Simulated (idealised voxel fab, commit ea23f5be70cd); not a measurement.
process module | voxel self aligned contacts
In the cross-section labelled cut, the width is 180 nm and each square cell is 5 nm.
A cross-section is a grid of square cells, given in bands from the top down. A band is one or more rows of cells.
Within each band entry, the heights of the top and of the bottom of the band appear first, in that order and in nm; the materials of the band then follow from left to right, each with its corresponding width in nm. The designation "all across" on a single material indicates that it fills the band from edge to edge; the designation "empty" indicates empty space.
All heights in this document are referenced to 0, defined as the level beneath which the wafer, as received, consists entirely of one material. The lowest band is not bounded below; it extends indefinitely downward and is written in the form "0 and below".
Quick explanation for "30 to 40": the width changes in equal steps down the rows of cells, from the first number in the band's top row to the second number in its bottom row.
You'll sometimes find "no modifications" written for a step, and that's the way of saying that nowhere in the cross-section did a cell change during that step.
This entry, "Cavities, sealed", enumerates those empty regions of no fewer than 8 cells that possess no open connection to the top. Each region is reported in the form width x height at distance, the distance being taken from the left edge, with all three quantities expressed in nm.
The remark found on a step's line after its settings is issued by the simulator itself and pertains to that step.
The optional step-line setting "overlay nm" applies to steps with a mask and quantifies how far to the right of its planned location the mask lay, a negative value indicating leftward placement.

### Planned process steps
1. op RECEIVE | material Si
2. op OXIDIZE | depth nm 5
3. op DIRECTIONAL_DEP | material polySi | thk nm 25
4. op DIRECTIONAL_DEP | material SiN | thk nm 15
5. op PATTERN | tone cover | mask id GATE | material resist | width nm 30 | pitch nm 60 | thk nm 20 | overlay nm 0
6. op DIRECTIONAL_ETCH | etch materials SiN | depth nm 15
7. op DIRECTIONAL_ETCH | etch materials polySi | depth nm 25
8. op STRIP | etch materials resist
9. op CONFORMAL_DEP | material SiN | thk nm 5
10. op DIRECTIONAL_ETCH | etch materials SiN | depth nm 5
11. op FILL_DEP | material SiO2 | thk nm 15
12. op CMP | height nm 50
13. op MASKED_ETCH | tone open | mask id CONTACT | width nm 40 | etch materials SiO2 | depth nm 55 | overlay nm 0
14. op CONFORMAL_DEP | material TiN | thk nm 5
15. op FILL_DEP | material W | thk nm 5
16. op CMP | height nm 50
17. op CONFORMAL_DEP | material SiCN | thk nm 5

### First wafer out of two, processed as planned

### Wafer cross-section on receipt, i.e. after step 1
> 0 and below | Si all across
> Cavities, sealed: none

### Once step 2 is through, the wafer looks like this in cross-section
> 0 down to -5 | SiO2 all across
> Rest of section, below -5: as before.

### Once step 3 is through, the wafer looks like this in cross-section
> 25 down to 0 | polySi all across
> Rest of section, below 0: as before.

### Once step 4 is through, the wafer looks like this in cross-section
> 40 down to 25 | SiN all across
> Rest of section, below 25: as before.

### Once step 5 is through, the wafer looks like this in cross-section
> 60 down to 40 | empty (45), then resist (30), then empty (30), then resist (30), then empty (45)
> Rest of section, below 40: as before.

### Once step 6 is through, the wafer looks like this in cross-section
> 60 down to 40 | empty (45), then resist (30), then empty (30), then resist (30), then empty (45)
> 40 down to 25 | empty (45), then SiN (30), then empty (30), then SiN (30), then empty (45)
> Rest of section, below 25: as before.

### Once step 7 is through, the wafer looks like this in cross-section
> 60 down to 40 | empty (45), then resist (30), then empty (30), then resist (30), then empty (45)
> 40 down to 25 | empty (45), then SiN (30), then empty (30), then SiN (30), then empty (45)
> 25 down to 0 | empty (45), then polySi (30), then empty (30), then polySi (30), then empty (45)
> Rest of section, below 0: as before.

### Once step 8 is through, the wafer looks like this in cross-section
> 40 down to 25 | empty (45), then SiN (30), then empty (30), then SiN (30), then empty (45)
> Rest of section, below 25: as before.

### Once step 9 is through, the wafer looks like this in cross-section
> 45 down to 25 | empty (40), then SiN (40), then empty (20), then SiN (40), then empty (40)
> 25 down to 5 | empty (40), then SiN (5), then polySi (30), then SiN (5), then empty (20), then SiN (5), then polySi (30), then SiN (5), then empty (40)
> 5 down to 0 | SiN (45), then polySi (30), then SiN (30), then polySi (30), then SiN (45)
> Rest of section, below 0: as before.

### Once step 10 is through, the wafer looks like this in cross-section
> 40 down to 25 | empty (40), then SiN (40), then empty (20), then SiN (40), then empty (40)
> 25 down to 0 | empty (40), then SiN (5), then polySi (30), then SiN (5), then empty (20), then SiN (5), then polySi (30), then SiN (5), then empty (40)
> Rest of section, below 0: as before.

### Once step 11 is through, the wafer looks like this in cross-section
> 55 down to 40 | SiO2 all across
> 40 down to 25 | SiO2 (40), then SiN (40), then SiO2 (20), then SiN (40), then SiO2 (40)
> 25 down to 0 | SiO2 (40), then SiN (5), then polySi (30), then SiN (5), then SiO2 (20), then SiN (5), then polySi (30), then SiN (5), then SiO2 (40)
> Rest of section, below 0: as before.

### Once step 12 is through, the wafer looks like this in cross-section
> 50 down to 40 | SiO2 all across
> Rest of section, below 40: as before.

### Once step 13 is through, the wafer looks like this in cross-section
> 50 down to 40 | SiO2 (70), then empty (40), then SiO2 (70)
> 40 down to 25 | SiO2 (40), then SiN (40), then empty (20), then SiN (40), then SiO2 (40)
> 25 down to 0 | SiO2 (40), then SiN (5), then polySi (30), then SiN (5), then empty (20), then SiN (5), then polySi (30), then SiN (5), then SiO2 (40)
> 0 down to -5 | SiO2 (80), then empty (20), then SiO2 (80)
> Rest of section, below -5: as before.

### Once step 14 is through, the wafer looks like this in cross-section
> 55 down to 50 | TiN (75), then empty (30), then TiN (75)
> 50 down to 40 | SiO2 (70), then TiN (5 to 15), then empty (30 to 10), then TiN (5 to 15), then SiO2 (70)
> 40 down to 25 | SiO2 (40), then SiN (40), then TiN (5), then empty (10), then TiN (5), then SiN (40), then SiO2 (40)
> 25 down to 0 | SiO2 (40), then SiN (5), then polySi (30), then SiN (5), then TiN (5), then empty (10), then TiN (5), then SiN (5), then polySi (30), then SiN (5), then SiO2 (40)
> 0 down to -5 | SiO2 (80), then TiN (20), then SiO2 (80)
> Rest of section, below -5: as before.

### Once step 15 is through, the wafer looks like this in cross-section
> 60 down to 55 | W all across
> 55 down to 50 | TiN (75), then W (30), then TiN (75)
> 50 down to 40 | SiO2 (70), then TiN (5 to 15), then W (30 to 10), then TiN (5 to 15), then SiO2 (70)
> 40 down to 25 | SiO2 (40), then SiN (40), then TiN (5), then W (10), then TiN (5), then SiN (40), then SiO2 (40)
> 25 down to 0 | SiO2 (40), then SiN (5), then polySi (30), then SiN (5), then TiN (5), then W (10), then TiN (5), then SiN (5), then polySi (30), then SiN (5), then SiO2 (40)
> Rest of section, below 0: as before.

### Once step 16 is through, the wafer looks like this in cross-section
> 50 down to 40 | SiO2 (70), then TiN (5 to 15), then W (30 to 10), then TiN (5 to 15), then SiO2 (70)
> Rest of section, below 40: as before.

### Once step 17 is through, the wafer looks like this in cross-section
> 55 down to 50 | SiCN all across
> Rest of section, below 50: as before.

### Notes, second wafer: start = first wafer's, plan = first wafer's, execution had one mistake; history identical to first through step 2

### when step 3 should have ended
> 25 down to -5 | SiO2 all across
> Rest of section, below -5: as before.

### when step 4 should have ended
> 40 down to 25 | SiN all across
> Rest of section, below 25: as before.

### when step 5 should have ended
> 60 down to 40 | empty (45), then resist (30), then empty (30), then resist (30), then empty (45)
> Rest of section, below 40: as before.

### when step 6 should have ended
> 60 down to 40 | empty (45), then resist (30), then empty (30), then resist (30), then empty (45)
> 40 down to 25 | empty (45), then SiN (30), then empty (30), then SiN (30), then empty (45)
> Rest of section, below 25: as before.

when step 7 should have ended: no modifications

### when step 8 should have ended
> 40 down to 25 | empty (45), then SiN (30), then empty (30), then SiN (30), then empty (45)
> Rest of section, below 25: as before.

### when step 9 should have ended
> 45 down to 30 | empty (40), then SiN (40), then empty (20), then SiN (40), then empty (40)
> 30 down to 25 | SiN all across
> Rest of section, below 25: as before.

### when step 10 should have ended
> 40 down to 25 | empty (40), then SiN (40), then empty (20), then SiN (40), then empty (40)
> Rest of section, below 25: as before.

### when step 11 should have ended
> 55 down to 40 | SiO2 all across
> 40 down to 25 | SiO2 (40), then SiN (40), then SiO2 (20), then SiN (40), then SiO2 (40)
> Rest of section, below 25: as before.

### when step 12 should have ended
> 50 down to 40 | SiO2 all across
> Rest of section, below 40: as before.

### when step 13 should have ended
> 50 down to 40 | SiO2 (70), then empty (40), then SiO2 (70)
> 40 down to 25 | SiO2 (40), then SiN (40), then empty (20), then SiN (40), then SiO2 (40)
> 25 down to -5 | SiO2 (80), then empty (20), then SiO2 (80)
> Rest of section, below -5: as before.

### when step 14 should have ended
> 55 down to 50 | TiN (75), then empty (30), then TiN (75)
> 50 down to 40 | SiO2 (70), then TiN (5 to 15), then empty (30 to 10), then TiN (5 to 15), then SiO2 (70)
> 40 down to 25 | SiO2 (40), then SiN (40), then TiN (5), then empty (10), then TiN (5), then SiN (40), then SiO2 (40)
> 25 down to 0 | SiO2 (80), then TiN (5), then empty (10), then TiN (5), then SiO2 (80)
> 0 down to -5 | SiO2 (80), then TiN (20), then SiO2 (80)
> Rest of section, below -5: as before.

### when step 15 should have ended
> 60 down to 55 | W all across
> 55 down to 50 | TiN (75), then W (30), then TiN (75)
> 50 down to 40 | SiO2 (70), then TiN (5 to 15), then W (30 to 10), then TiN (5 to 15), then SiO2 (70)
> 40 down to 25 | SiO2 (40), then SiN (40), then TiN (5), then W (10), then TiN (5), then SiN (40), then SiO2 (40)
> 25 down to 0 | SiO2 (80), then TiN (5), then W (10), then TiN (5), then SiO2 (80)
> Rest of section, below 0: as before.

### when step 16 should have ended
> 50 down to 40 | SiO2 (70), then TiN (5 to 15), then W (30 to 10), then TiN (5 to 15), then SiO2 (70)
> Rest of section, below 40: as before.

### when step 17 should have ended
> 55 down to 50 | SiCN all across
> Rest of section, below 50: as before.
Run error: planned and actual differ for step 3; actual: op DIRECTIONAL_DEP | material SiO2 | thk nm 25
Final comparison by cell count, materials where the second wafer has more or fewer than the first: 20 fewer of SiN | 80 more of SiO2 | 60 fewer of polySi
